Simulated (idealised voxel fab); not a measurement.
The following is a process module called voxel wiring stack.
The figure presents cross-section cut, which has a width of 175 nm and is divided into square cells with an edge length of 5 nm.
Bands, listed from the top down, are how a cross-section gets written in this document; the cross-section itself is a grid of square cells, and a band is one or more rows of them. Read a band's entry like this: the first values are the height of its top and the height of its bottom in nm, and what follows is the sequence of materials from left to right, each with its width in nm. Note that "blank" is empty space, and that a single material marked "throughout" reaches across the band from edge to edge. Height 0 is the level under which the wafer as received is all one material. The lowest band goes on downwards, as in "0 -> down". So if you see something like "30->40" for the width, read it as the top row of the band sitting at the first number and the bottom row at the second, with every row in between moving by the same amount as the last. "nothing changed" after a step means that no cell of the cross-section changed. Entry "Fully sealed voids". Content: empty spaces with no open connection to the top, size 8 cells or greater. Each: width x height at distance. Distance: from left edge. Unit: nm. Step line, after settings: the simulator's comment on this step. overlay nm: for a step with a mask, the amount by which the mask lay right of where it was planned; a negative amount means left of it.
**The following list gives the planned process steps**
step 1: RECEIVE [material Si]
step 2: CONFORMAL_DEP [material SiO2] [thk nm 10]
step 3: DIRECTIONAL_DEP [material TiN] [thk nm 5]
step 4: DIRECTIONAL_DEP [material W] [thk nm 15]
step 5: PATTERN [tone cover] [mask id METAL_1] [material resist] [width nm 30] [pitch nm 55] [thk nm 15] [overlay nm 0]
step 6: DIRECTIONAL_ETCH [etch materials W] [depth nm 15]
step 7: DIRECTIONAL_ETCH [etch materials TiN] [depth nm 5]
step 8: STRIP [etch materials resist]
step 9: FILL_DEP [material lowk] [thk nm 5]
step 10: CMP [height nm 30]
step 11: CONFORMAL_DEP [material SiCN] [thk nm 5]
step 12: DIRECTIONAL_DEP [material SiO2] [thk nm 35]
step 13: PATTERN [tone open] [mask id METAL_2] [material resist] [width nm 30] [pitch nm 55] [thk nm 20] [overlay nm 0]
step 14: DIRECTIONAL_ETCH [etch materials SiO2] [depth nm 20]
step 15: STRIP [etch materials resist]
step 16: PATTERN [tone open] [mask id METAL_2_HOLES] [material resist] [width nm 15] [pitch nm 55] [thk nm 20] [overlay nm 0]
step 17: DIRECTIONAL_ETCH [etch materials SiO2] [depth nm 15]
step 18: DIRECTIONAL_ETCH [etch materials SiCN] [depth nm 5]
step 19: STRIP [etch materials resist]
step 20: CONFORMAL_DEP [material TiN] [thk nm 5]
step 21: FILL_DEP [material Cu] [thk nm 5]
step 22: CMP [height nm 70]
step 23: CONFORMAL_DEP [material SiCN] [thk nm 5]
**First of two wafers: run as planned**
**Delivered wafer in cross-section: state after step 1**
    0 -> down  Si throughout
    Fully sealed voids: none
**after step 2**
    10 -> 0  SiO2 throughout
    Note: structure below 0 unchanged.
**after step 3**
    15 -> 10  TiN throughout
    Note: structure below 10 unchanged.
**after step 4**
    30 -> 15  W throughout
    Note: structure below 15 unchanged.
**after step 5**
    45 -> 30  15 blank, 30 resist, 25 blank, 30 resist, 25 blank, 30 resist, 20 blank
    Note: structure below 30 unchanged.
**after step 6**
    45 -> 30  15 blank, 30 resist, 25 blank, 30 resist, 25 blank, 30 resist, 20 blank
    30 -> 15  15 blank, 30 W, 25 blank, 30 W, 25 blank, 30 W, 20 blank
    Note: structure below 15 unchanged.
**after step 7**
    45 -> 30  15 blank, 30 resist, 25 blank, 30 resist, 25 blank, 30 resist, 20 blank
    30 -> 15  15 blank, 30 W, 25 blank, 30 W, 25 blank, 30 W, 20 blank
    15 -> 10  15 blank, 30 TiN, 25 blank, 30 TiN, 25 blank, 30 TiN, 20 blank
    Note: structure below 10 unchanged.
**after step 8**
    30 -> 15  15 blank, 30 W, 25 blank, 30 W, 25 blank, 30 W, 20 blank
    Note: structure below 15 unchanged.
**after step 9**
    35 -> 30  lowk throughout
    30 -> 15  15 lowk, 30 W, 25 lowk, 30 W, 25 lowk, 30 W, 20 lowk
    15 -> 10  15 lowk, 30 TiN, 25 lowk, 30 TiN, 25 lowk, 30 TiN, 20 lowk
    Note: structure below 10 unchanged.
**after step 10**
    30 -> 15  15 lowk, 30 W, 25 lowk, 30 W, 25 lowk, 30 W, 20 lowk
    Note: structure below 15 unchanged.
**after step 11**
    35 -> 30  SiCN throughout
    Note: structure below 30 unchanged.
**after step 12**
    70 -> 35  SiO2 throughout
    Note: structure below 35 unchanged.
**after step 13**
    90 -> 70  15 resist, 30 blank, 25 resist, 30 blank, 25 resist, 30 blank, 20 resist
    Note: structure below 70 unchanged.
**after step 14**
    90 -> 70  15 resist, 30 blank, 25 resist, 30 blank, 25 resist, 30 blank, 20 resist
    70 -> 50  15 SiO2, 30 blank, 25 SiO2, 30 blank, 25 SiO2, 30 blank, 20 SiO2
    Note: structure below 50 unchanged.
**after step 15**
    70 -> 50  15 SiO2, 30 blank, 25 SiO2, 30 blank, 25 SiO2, 30 blank, 20 SiO2
    Note: structure below 50 unchanged.
**after step 16**
    90 -> 70  15 resist, 15 blank, 40 resist, 15 blank, 40 resist, 15 blank, 35 resist
    70 -> 50  15 SiO2, 15 blank, 15 resist, 25 SiO2, 15 blank, 15 resist, 25 SiO2, 15 blank, 15 resist, 20 SiO2
    Note: structure below 50 unchanged.
**after step 17**
    90 -> 70  15 resist, 15 blank, 40 resist, 15 blank, 40 resist, 15 blank, 35 resist
    70 -> 50  15 SiO2, 15 blank, 15 resist, 25 SiO2, 15 blank, 15 resist, 25 SiO2, 15 blank, 15 resist, 20 SiO2
    50 -> 35  15 SiO2, 15 blank, 40 SiO2, 15 blank, 40 SiO2, 15 blank, 35 SiO2
    Note: structure below 35 unchanged.
**after step 18**
    90 -> 70  15 resist, 15 blank, 40 resist, 15 blank, 40 resist, 15 blank, 35 resist
    70 -> 50  15 SiO2, 15 blank, 15 resist, 25 SiO2, 15 blank, 15 resist, 25 SiO2, 15 blank, 15 resist, 20 SiO2
    50 -> 35  15 SiO2, 15 blank, 40 SiO2, 15 blank, 40 SiO2, 15 blank, 35 SiO2
    35 -> 30  15 SiCN, 15 blank, 40 SiCN, 15 blank, 40 SiCN, 15 blank, 35 SiCN
    Note: structure below 30 unchanged.
**after step 19**
    70 -> 50  15 SiO2, 30 blank, 25 SiO2, 30 blank, 25 SiO2, 30 blank, 20 SiO2
    Note: structure below 50 unchanged.
**after step 20**
    75 -> 70  20 TiN, 20 blank, 35 TiN, 20 blank, 35 TiN, 20 blank, 25 TiN
    70 -> 55  15 SiO2, 5 TiN, 20 blank, 5 TiN, 25 SiO2, 5 TiN, 20 blank, 5 TiN, 25 SiO2, 5 TiN, 20 blank, 5 TiN, 20 SiO2
    55 -> 50  15 SiO2, 5 TiN, 5 blank, 20 TiN, 25 SiO2, 5 TiN, 5 blank, 20 TiN, 25 SiO2, 5 TiN, 5 blank, 20 TiN, 20 SiO2
    50 -> 35  15 SiO2, 5 TiN, 5 blank, 5 TiN, 40 SiO2, 5 TiN, 5 blank, 5 TiN, 40 SiO2, 5 TiN, 5 blank, 5 TiN, 35 SiO2
    35 -> 30  15 SiCN, 15 TiN, 40 SiCN, 15 TiN, 40 SiCN, 15 TiN, 35 SiCN
    Note: structure below 30 unchanged.
**after step 21**
    80 -> 75  Cu throughout
    75 -> 70  20 TiN, 20 Cu, 35 TiN, 20 Cu, 35 TiN, 20 Cu, 25 TiN
    70 -> 55  15 SiO2, 5 TiN, 20 Cu, 5 TiN, 25 SiO2, 5 TiN, 20 Cu, 5 TiN, 25 SiO2, 5 TiN, 20 Cu, 5 TiN, 20 SiO2
    55 -> 50  15 SiO2, 5 TiN, 5 Cu, 20 TiN, 25 SiO2, 5 TiN, 5 Cu, 20 TiN, 25 SiO2, 5 TiN, 5 Cu, 20 TiN, 20 SiO2
    50 -> 35  15 SiO2, 5 TiN, 5 Cu, 5 TiN, 40 SiO2, 5 TiN, 5 Cu, 5 TiN, 40 SiO2, 5 TiN, 5 Cu, 5 TiN, 35 SiO2
    Note: structure below 35 unchanged.
**after step 22**
    70 -> 55  15 SiO2, 5 TiN, 20 Cu, 5 TiN, 25 SiO2, 5 TiN, 20 Cu, 5 TiN, 25 SiO2, 5 TiN, 20 Cu, 5 TiN, 20 SiO2
    Note: structure below 55 unchanged.
**after step 23**
    75 -> 70  SiCN throughout
    Note: structure below 70 unchanged.
**Wafer two of two - same starting point, same process plan, one mistake in execution; matches wafer one up to and including step 2**
What the second wafer looks like in cross-section when step 3 should have wrapped up: nothing changed
**What the second wafer looks like in cross-section when step 4 should have wrapped up**
    25 -> 10  W throughout
    Note: structure below 10 unchanged.
**What the second wafer looks like in cross-section when step 5 should have wrapped up**
    40 -> 25  15 blank, 30 resist, 25 blank, 30 resist, 25 blank, 30 resist, 20 blank
    Note: structure below 25 unchanged.
**What the second wafer looks like in cross-section when step 6 should have wrapped up**
    40 -> 25  15 blank, 30 resist, 25 blank, 30 resist, 25 blank, 30 resist, 20 blank
    25 -> 10  15 blank, 30 W, 25 blank, 30 W, 25 blank, 30 W, 20 blank
    Note: structure below 10 unchanged.
What the second wafer looks like in cross-section when step 7 should have wrapped up: nothing changed
**What the second wafer looks like in cross-section when step 8 should have wrapped up**
    25 -> 10  15 blank, 30 W, 25 blank, 30 W, 25 blank, 30 W, 20 blank
    Note: structure below 10 unchanged.
**What the second wafer looks like in cross-section when step 9 should have wrapped up**
    30 -> 25  lowk throughout
    25 -> 10  15 lowk, 30 W, 25 lowk, 30 W, 25 lowk, 30 W, 20 lowk
    Note: structure below 10 unchanged.
What the second wafer looks like in cross-section when step 10 should have wrapped up: nothing changed
**What the second wafer looks like in cross-section when step 11 should have wrapped up**
    35 -> 30  SiCN throughout
    Note: structure below 30 unchanged.
**What the second wafer looks like in cross-section when step 12 should have wrapped up**
    70 -> 35  SiO2 throughout
    Note: structure below 35 unchanged.
**What the second wafer looks like in cross-section when step 13 should have wrapped up**
    90 -> 70  15 resist, 30 blank, 25 resist, 30 blank, 25 resist, 30 blank, 20 resist
    Note: structure below 70 unchanged.
**What the second wafer looks like in cross-section when step 14 should have wrapped up**
    90 -> 70  15 resist, 30 blank, 25 resist, 30 blank, 25 resist, 30 blank, 20 resist
    70 -> 50  15 SiO2, 30 blank, 25 SiO2, 30 blank, 25 SiO2, 30 blank, 20 SiO2
    Note: structure below 50 unchanged.
**What the second wafer looks like in cross-section when step 15 should have wrapped up**
    70 -> 50  15 SiO2, 30 blank, 25 SiO2, 30 blank, 25 SiO2, 30 blank, 20 SiO2
    Note: structure below 50 unchanged.
**What the second wafer looks like in cross-section when step 16 should have wrapped up**
    90 -> 70  15 resist, 15 blank, 40 resist, 15 blank, 40 resist, 15 blank, 35 resist
    70 -> 50  15 SiO2, 15 blank, 15 resist, 25 SiO2, 15 blank, 15 resist, 25 SiO2, 15 blank, 15 resist, 20 SiO2
    Note: structure below 50 unchanged.
**What the second wafer looks like in cross-section when step 17 should have wrapped up**
    90 -> 70  15 resist, 15 blank, 40 resist, 15 blank, 40 resist, 15 blank, 35 resist
    70 -> 50  15 SiO2, 15 blank, 15 resist, 25 SiO2, 15 blank, 15 resist, 25 SiO2, 15 blank, 15 resist, 20 SiO2
    50 -> 35  15 SiO2, 15 blank, 40 SiO2, 15 blank, 40 SiO2, 15 blank, 35 SiO2
    Note: structure below 35 unchanged.
**What the second wafer looks like in cross-section when step 18 should have wrapped up**
    90 -> 70  15 resist, 15 blank, 40 resist, 15 blank, 40 resist, 15 blank, 35 resist
    70 -> 50  15 SiO2, 15 blank, 15 resist, 25 SiO2, 15 blank, 15 resist, 25 SiO2, 15 blank, 15 resist, 20 SiO2
    50 -> 35  15 SiO2, 15 blank, 40 SiO2, 15 blank, 40 SiO2, 15 blank, 35 SiO2
    35 -> 30  15 SiCN, 15 blank, 40 SiCN, 15 blank, 40 SiCN, 15 blank, 35 SiCN
    Note: structure below 30 unchanged.
**What the second wafer looks like in cross-section when step 19 should have wrapped up**
    70 -> 50  15 SiO2, 30 blank, 25 SiO2, 30 blank, 25 SiO2, 30 blank, 20 SiO2
    Note: structure below 50 unchanged.
**What the second wafer looks like in cross-section when step 20 should have wrapped up**
    75 -> 70  20 TiN, 20 blank, 35 TiN, 20 blank, 35 TiN, 20 blank, 25 TiN
    70 -> 55  15 SiO2, 5 TiN, 20 blank, 5 TiN, 25 SiO2, 5 TiN, 20 blank, 5 TiN, 25 SiO2, 5 TiN, 20 blank, 5 TiN, 20 SiO2
    55 -> 50  15 SiO2, 5 TiN, 5 blank, 20 TiN, 25 SiO2, 5 TiN, 5 blank, 20 TiN, 25 SiO2, 5 TiN, 5 blank, 20 TiN, 20 SiO2
    50 -> 35  15 SiO2, 5 TiN, 5 blank, 5 TiN, 40 SiO2, 5 TiN, 5 blank, 5 TiN, 40 SiO2, 5 TiN, 5 blank, 5 TiN, 35 SiO2
    35 -> 30  15 SiCN, 15 TiN, 40 SiCN, 15 TiN, 40 SiCN, 15 TiN, 35 SiCN
    Note: structure below 30 unchanged.
**What the second wafer looks like in cross-section when step 21 should have wrapped up**
    80 -> 75  Cu throughout
    75 -> 70  20 TiN, 20 Cu, 35 TiN, 20 Cu, 35 TiN, 20 Cu, 25 TiN
    70 -> 55  15 SiO2, 5 TiN, 20 Cu, 5 TiN, 25 SiO2, 5 TiN, 20 Cu, 5 TiN, 25 SiO2, 5 TiN, 20 Cu, 5 TiN, 20 SiO2
    55 -> 50  15 SiO2, 5 TiN, 5 Cu, 20 TiN, 25 SiO2, 5 TiN, 5 Cu, 20 TiN, 25 SiO2, 5 TiN, 5 Cu, 20 TiN, 20 SiO2
    50 -> 35  15 SiO2, 5 TiN, 5 Cu, 5 TiN, 40 SiO2, 5 TiN, 5 Cu, 5 TiN, 40 SiO2, 5 TiN, 5 Cu, 5 TiN, 35 SiO2
    Note: structure below 35 unchanged.
**What the second wafer looks like in cross-section when step 22 should have wrapped up**
    70 -> 55  15 SiO2, 5 TiN, 20 Cu, 5 TiN, 25 SiO2, 5 TiN, 20 Cu, 5 TiN, 25 SiO2, 5 TiN, 20 Cu, 5 TiN, 20 SiO2
    Note: structure below 55 unchanged.
**What the second wafer looks like in cross-section when step 23 should have wrapped up**
    75 -> 70  SiCN throughout
    Note: structure below 70 unchanged.
Error vs. plan: no execution of plan step 3; skipped
The second wafer ends with more or fewer cells of some materials than the first, per final count: 18 fewer of TiN | 18 more of lowk
